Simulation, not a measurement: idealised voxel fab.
Name of the process module below: voxel fin reveal
FYI the section here is cut, 230 nm wide, cells are 5 nm squares.
Cross-section, as written here: a square-cell grid given band by band from the top down, where a band holds one or more rows of cells.
It is stipulated that each band's entry specify, in nanometres, the height of the top of the band and then that of its bottom, followed by the materials of the band in left-to-right sequence, each together with its width in nanometres. A single material marked by the word "edge to edge" is understood to fill the band from edge to edge; the word "blank" is understood to denote empty space.
Where do heights start? At 0: under that level the wafer as delivered is made of one material only. And the lowest band has no floor; it just carries on downward, as in "0 and below".
Per-row width for "30 to 40": begins at first number (top row of band), ends at second number (bottom row), increment between rows held constant.
Given "stayed the same" for a step, no cell of the cross-section differs between before and after that step.
Empty spaces counting at least 8 cells and having no open way to the top are listed in "Voids, sealed". The notation width x height at distance is used for each, the distance being from the left edge and all three values in nm.
Read whatever lies past the settings on a step's line as the simulator's own remark about the step.
overlay nm: mask offset rightward from planned place, masked step; negative means leftward offset.

Intended process steps:
1) RECEIVE,material Si
2) CONFORMAL_DEP,material SiN,thk nm 10
3) MASKED_ETCH,tone cover,mask id FINS,width nm 15,pitch nm 45,etch materials SiN,depth nm 10,overlay nm 0
4) MASKED_ETCH,tone cover,mask id FINS,width nm 15,pitch nm 45,etch materials Si,depth nm 35,overlay nm 0
5) OXIDIZE,depth nm 5
6) FILL_DEP,material SiO2,thk nm 15
7) CMP,height nm 10
8) SELECTIVE_ETCH,etch materials SiO2,depth nm 25
9) STRIP,etch materials SiN
10) CONFORMAL_DEP,material SiO2,thk nm 5

First of two wafers - as planned:

As-received state of the wafer in cross-section, equivalent to post-step 1:
    0 and below = Si edge to edge
    Voids, sealed: none

Take a look at the wafer's cross-section after step 2:
    10 down to 0 = SiN edge to edge
    Heights below 0 show no change.

Take a look at the wafer's cross-section after step 3:
    10 down to 0 = blank=85  SiN=15  blank=30  SiN=15  blank=85
    Heights below 0 show no change.

Take a look at the wafer's cross-section after step 4:
    10 down to 0 = blank=85  SiN=15  blank=30  SiN=15  blank=85
    0 down to -35 = blank=85  Si=15  blank=30  Si=15  blank=85
    Heights below -35 show no change.

Take a look at the wafer's cross-section after step 5:
    10 down to 0 = blank=85  SiN=15  blank=30  SiN=15  blank=85
    0 down to -35 = blank=85  SiO2=5  Si=5  SiO2=5  blank=30  SiO2=5  Si=5  SiO2=5  blank=85
    -35 down to -40 = SiO2=90  Si=5  SiO2=40  Si=5  SiO2=90
    Heights below -40 show no change.

Take a look at the wafer's cross-section after step 6:
    25 down to 10 = SiO2 edge to edge
    10 down to 0 = SiO2=85  SiN=15  SiO2=30  SiN=15  SiO2=85
    0 down to -40 = SiO2=90  Si=5  SiO2=40  Si=5  SiO2=90
    Heights below -40 show no change.

Take a look at the wafer's cross-section after step 7:
    10 down to 0 = SiO2=85  SiN=15  SiO2=30  SiN=15  SiO2=85
    Heights below 0 show no change.

Take a look at the wafer's cross-section after step 8:
    10 down to 0 = blank=85  SiN=15  blank=30  SiN=15  blank=85
    0 down to -15 = blank=90  Si=5  blank=40  Si=5  blank=90
    Heights below -15 show no change.

Take a look at the wafer's cross-section after step 9:
    0 down to -15 = blank=90  Si=5  blank=40  Si=5  blank=90
    Heights below -15 show no change.

Take a look at the wafer's cross-section after step 10:
    5 down to 0 = blank=85  SiO2=15  blank=30  SiO2=15  blank=85
    0 down to -10 = blank=85  SiO2=5  Si=5  SiO2=5  blank=30  SiO2=5  Si=5  SiO2=5  blank=85
    -10 down to -40 = SiO2=90  Si=5  SiO2=40  Si=5  SiO2=90
    Heights below -40 show no change.

The second wafer began exactly as the first did and followed the same plan, but one mistake was made while running it; through step 3 inclusive, the two wafers are identical:

Second wafer, sectioned view, at step 4's planned end time:
    10 down to 0 = blank=85  SiN=15  blank=30  SiN=15  blank=85
    0 down to -35 = blank=80  Si=25  blank=20  Si=25  blank=80
    Heights below -35 show no change.

Second wafer, sectioned view, at step 5's planned end time:
    10 down to 0 = blank=85  SiN=15  blank=30  SiN=15  blank=85
    0 down to -5 = blank=80  SiO2=10  Si=5  SiO2=10  blank=20  SiO2=10  Si=5  SiO2=10  blank=80
    -5 down to -35 = blank=80  SiO2=5  Si=15  SiO2=5  blank=20  SiO2=5  Si=15  SiO2=5  blank=80
    -35 down to -40 = SiO2=85  Si=15  SiO2=30  Si=15  SiO2=85
    Heights below -40 show no change.

Second wafer, sectioned view, at step 6's planned end time:
    25 down to 10 = SiO2 edge to edge
    10 down to 0 = SiO2=85  SiN=15  SiO2=30  SiN=15  SiO2=85
    0 down to -5 = SiO2=90  Si=5  SiO2=40  Si=5  SiO2=90
    -5 down to -40 = SiO2=85  Si=15  SiO2=30  Si=15  SiO2=85
    Heights below -40 show no change.

Second wafer, sectioned view, at step 7's planned end time:
    10 down to 0 = SiO2=85  SiN=15  SiO2=30  SiN=15  SiO2=85
    Heights below 0 show no change.

Second wafer, sectioned view, at step 8's planned end time:
    10 down to 0 = blank=85  SiN=15  blank=30  SiN=15  blank=85
    0 down to -5 = blank=90  Si=5  blank=40  Si=5  blank=90
    -5 down to -15 = blank=85  Si=15  blank=30  Si=15  blank=85
    Heights below -15 show no change.

Second wafer, sectioned view, at step 9's planned end time:
    0 down to -5 = blank=90  Si=5  blank=40  Si=5  blank=90
    Heights below -5 show no change.

Second wafer, sectioned view, at step 10's planned end time:
    5 down to 0 = blank=85  SiO2=15  blank=30  SiO2=15  blank=85
    0 down to -10 = blank=80  SiO2=10 to 5  Si=5 to 15  SiO2=10 to 5  blank=20  SiO2=10 to 5  Si=5 to 15  SiO2=10 to 5  blank=80
    -10 down to -40 = SiO2=85  Si=15  SiO2=30  Si=15  SiO2=85
    Heights below -40 show no change.
What was the processing mistake? step 4 ran with different settings than intended, the actual operation and settings being MASKED_ETCH,tone cover,mask id FINS,width nm 25,pitch nm 45,etch materials Si,depth nm 35,overlay nm 0
It is noted that, at the conclusion of processing, the second wafer exhibits a higher or lower cell count for certain materials relative to the first: Si +28, SiO2 -20
